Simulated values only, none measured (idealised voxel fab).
Process module under the name voxel ribs on slabs
cross-section cut | 140 nm wide | cells 5 nm
Cross-section layout: square cells on a grid; listed as bands, top to bottom; a band spans one or more cell rows. Band entry format. Leading values: height of top, height of bottom, nm. Remainder: materials in left-to-right order, each with its width in nm. Special words: "throughout" on a single material, which then fills the band edge to edge; "blank", empty space. Basically, 0 is our baseline, since under it the wafer straight out of the box is all one material. The bottom band has no lower end and keeps on going down, so it looks like "0..down". The two numbers in a width such as "30 to 40" mark its ends across the band: the first belongs to the top row of cells, the second to the bottom row, and from each row to the next the width moves by the same amount. You'll sometimes find "no modifications" written for a step, and that's the way of saying that nowhere in the cross-section did a cell change during that step. "Sealed-off cavities" enumerates empty spaces isolated from the top, with no open way to it, that contain at least 8 cells, giving each as width x height at distance from the left edge, all three in nm. Anything after a step's settings on that line? It's the simulator's own note about the step. A step line may carry the setting "overlay nm", which, for steps involving a mask, states the distance by which the mask lay to the right of its intended position; negative values denote displacement to the left.
Steps planned for the process:
1) RECEIVE | material Si
2) DIRECTIONAL_DEP | material SiO2 | thk nm 30
3) DIRECTIONAL_DEP | material SiN | thk nm 20
4) MASKED_ETCH | tone cover | mask id RIB | width nm 20 | etch materials SiN | depth nm 5 | overlay nm 0
5) PATTERN | tone cover | mask id SLAB | material resist | width nm 50 | thk nm 15 | overlay nm 0
6) DIRECTIONAL_ETCH | etch materials SiN | depth nm 15
7) STRIP | etch materials resist
8) FILL_DEP | material SiO2 | thk nm 25
9) CMP | height nm 65
10) DIRECTIONAL_DEP | material W | thk nm 10
11) DIRECTIONAL_DEP | material aC | thk nm 15
12) PATTERN | tone cover | mask id HEATER | material resist | width nm 30 | thk nm 35 | overlay nm 0
13) DIRECTIONAL_ETCH | etch materials aC | depth nm 15
14) STRIP | etch materials resist
15) DIRECTIONAL_ETCH | etch materials W | depth nm 10
16) STRIP | etch materials aC
17) CONFORMAL_DEP | material SiN | thk nm 5
First wafer of two (run as planned):
As received (post step 1): cross-section:
  0..down  Si throughout
  Sealed-off cavities: none
Presented here is a cross-section of the wafer after step 2 has been performed:
  30..0  SiO2 throughout
  All layers under 0 are left as they were.
Presented here is a cross-section of the wafer after step 3 has been performed:
  50..30  SiN throughout
  All layers under 30 are left as they were.
Presented here is a cross-section of the wafer after step 4 has been performed:
  50..45  60 blank; 20 SiN; 60 blank
  All layers under 45 are left as they were.
Presented here is a cross-section of the wafer after step 5 has been performed:
  65..50  45 blank; 50 resist; 45 blank
  50..45  45 blank; 15 resist; 20 SiN; 15 resist; 45 blank
  All layers under 45 are left as they were.
Presented here is a cross-section of the wafer after step 6 has been performed:
  65..50  45 blank; 50 resist; 45 blank
  50..45  45 blank; 15 resist; 20 SiN; 15 resist; 45 blank
  45..30  45 blank; 50 SiN; 45 blank
  All layers under 30 are left as they were.
Presented here is a cross-section of the wafer after step 7 has been performed:
  50..45  60 blank; 20 SiN; 60 blank
  All layers under 45 are left as they were.
Presented here is a cross-section of the wafer after step 8 has been performed:
  75..50  SiO2 throughout
  50..45  60 SiO2; 20 SiN; 60 SiO2
  45..30  45 SiO2; 50 SiN; 45 SiO2
  All layers under 30 are left as they were.
Presented here is a cross-section of the wafer after step 9 has been performed:
  65..50  SiO2 throughout
  All layers under 50 are left as they were.
Presented here is a cross-section of the wafer after step 10 has been performed:
  75..65  W throughout
  All layers under 65 are left as they were.
Presented here is a cross-section of the wafer after step 11 has been performed:
  90..75  aC throughout
  All layers under 75 are left as they were.
Presented here is a cross-section of the wafer after step 12 has been performed:
  125..90  55 blank; 30 resist; 55 blank
  All layers under 90 are left as they were.
Presented here is a cross-section of the wafer after step 13 has been performed:
  110..90  55 blank; 30 resist; 55 blank
  90..75  55 blank; 30 aC; 55 blank
  All layers under 75 are left as they were.
Presented here is a cross-section of the wafer after step 14 has been performed:
  90..75  55 blank; 30 aC; 55 blank
  All layers under 75 are left as they were.
Presented here is a cross-section of the wafer after step 15 has been performed:
  90..75  55 blank; 30 aC; 55 blank
  75..65  55 blank; 30 W; 55 blank
  All layers under 65 are left as they were.
Presented here is a cross-section of the wafer after step 16 has been performed:
  75..65  55 blank; 30 W; 55 blank
  All layers under 65 are left as they were.
Presented here is a cross-section of the wafer after step 17 has been performed:
  80..75  50 blank; 40 SiN; 50 blank
  75..70  50 blank; 5 SiN; 30 W; 5 SiN; 50 blank
  70..65  55 SiN; 30 W; 55 SiN
  All layers under 65 are left as they were.
Wafer two: like wafer one in start and plan, but with one mistake in execution; identical up to and including step 5:
Second wafer: cross-section at the scheduled end of step 6:
  65..50  45 blank; 50 resist; 45 blank
  50..45  45 blank; 15 resist; 20 SiN; 15 resist; 45 blank
  45..35  45 blank; 50 SiN; 45 blank
  All layers under 35 are left as they were.
Second wafer: cross-section at the scheduled end of step 7:
  50..45  60 blank; 20 SiN; 60 blank
  All layers under 45 are left as they were.
Second wafer: cross-section at the scheduled end of step 8:
  75..50  SiO2 throughout
  50..45  60 SiO2; 20 SiN; 60 SiO2
  45..35  45 SiO2; 50 SiN; 45 SiO2
  All layers under 35 are left as they were.
Second wafer: cross-section at the scheduled end of step 9:
  65..50  SiO2 throughout
  All layers under 50 are left as they were.
Second wafer: cross-section at the scheduled end of step 10:
  75..65  W throughout
  All layers under 65 are left as they were.
Second wafer: cross-section at the scheduled end of step 11:
  90..75  aC throughout
  All layers under 75 are left as they were.
Second wafer: cross-section at the scheduled end of step 12:
  125..90  55 blank; 30 resist; 55 blank
  All layers under 90 are left as they were.
Second wafer: cross-section at the scheduled end of step 13:
  110..90  55 blank; 30 resist; 55 blank
  90..75  55 blank; 30 aC; 55 blank
  All layers under 75 are left as they were.
Second wafer: cross-section at the scheduled end of step 14:
  90..75  55 blank; 30 aC; 55 blank
  All layers under 75 are left as they were.
Second wafer: cross-section at the scheduled end of step 15:
  90..75  55 blank; 30 aC; 55 blank
  75..65  55 blank; 30 W; 55 blank
  All layers under 65 are left as they were.
Second wafer: cross-section at the scheduled end of step 16:
  75..65  55 blank; 30 W; 55 blank
  All layers under 65 are left as they were.
Second wafer: cross-section at the scheduled end of step 17:
  80..75  50 blank; 40 SiN; 50 blank
  75..70  50 blank; 5 SiN; 30 W; 5 SiN; 50 blank
  70..65  55 SiN; 30 W; 55 SiN
  All layers under 65 are left as they were.
Error vs. plan: note that step 6 departed from the planned setting and was carried out as DIRECTIONAL_ETCH | etch materials SiN | depth nm 10
The final cell counts differ between the wafers, with the second having more or fewer of some materials than the first: +18 SiN, -18 SiO2
